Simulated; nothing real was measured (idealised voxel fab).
The name of this process module is voxel released beams.
It is cross-section cut that appears here, measuring 265 nm in width, its square cells being 5 nm in size.
A cross-section in this document is a grid of square cells, and it is written down as bands, the top band listed before the ones below it; a band is made up of one or more rows of cells.
Each band's line starts with the height of the band's top and of its bottom, in nm. Then come its materials from left to right, each with its width in nm. One material with "edge to edge" fills the band from edge to edge. "blank" is empty space.
Measure heights from 0. That's the level where, below it, the as-received wafer is all one material. The lowest band is bottomless and extends downward; write it as in "0 nm and below".
Think of "30 to 40" as a width that walks from the first number to the second as you go down the band, top row to bottom row, taking equal-sized steps from row to row.
Take "changes: none" at face value: in the step it is given for, the cross-section changed in none of its cells.
Entry "Sealed void inventory". Content: empty spaces with no open connection to the top, size 8 cells or greater. Each: width x height at distance. Distance: from left edge. Unit: nm.
Heads up: the bit after the settings on a step's line is the simulator's remark on that step.
What "overlay nm" on a step's line means: if the step has a mask, that mask lay this far to the right of its planned place, or, when the value is negative, to the left.

## The planned process steps are enumerated hereunder
1. RECEIVE: material Si
2. CONFORMAL_DEP: material Al2O3, thk nm 10
3. DIRECTIONAL_DEP: material SiO2, thk nm 10
4. MASKED_ETCH: tone open, mask id ANCHOR, width nm 40, etch materials SiO2, depth nm 10, overlay nm 0
5. CONFORMAL_DEP: material W, thk nm 15
6. MASKED_ETCH: tone cover, mask id BEAM, width nm 90, etch materials W, depth nm 15, overlay nm 0
7. STRIP: etch materials SiO2

## Cross-section of the wafer at receipt, which is the condition after step 1
> 0 nm and below | Si edge to edge
> Sealed void inventory: none

## As-planned run: cross-section of the first of two wafers at end of module
> 35 nm to 25 nm | blank 85 nm, then W 20 nm, then blank 10 nm, then W 60 nm, then blank 90 nm
> 25 nm to 20 nm | blank 85 nm, then W 90 nm, then blank 90 nm
> 20 nm to 10 nm | blank 90 nm, then W 40 nm, then blank 135 nm
> 10 nm to 0 nm | Al2O3 edge to edge
> 0 nm and below | Si edge to edge
> Sealed void inventory: none

## Cross-sectional view of the second of two wafers upon completion of the module. This wafer shared its starting condition and process plan with the first; one error was made during its execution
> 20 nm to 10 nm | blank 90 nm, then W 15 nm, then blank 10 nm, then W 15 nm, then blank 135 nm
> 10 nm to 0 nm | Al2O3 edge to edge
> 0 nm and below | Si edge to edge
> Sealed void inventory: none
It is concluded that the wafer was processed incorrectly with respect to the plan, in that for step 6, the planned setting was not used; the step was instead run as MASKED_ETCH: tone open, mask id BEAM, width nm 90, etch materials W, depth nm 15, overlay nm 0
Bottom line after processing is that, in cells, the second wafer is up or down on some materials versus the first: W -54
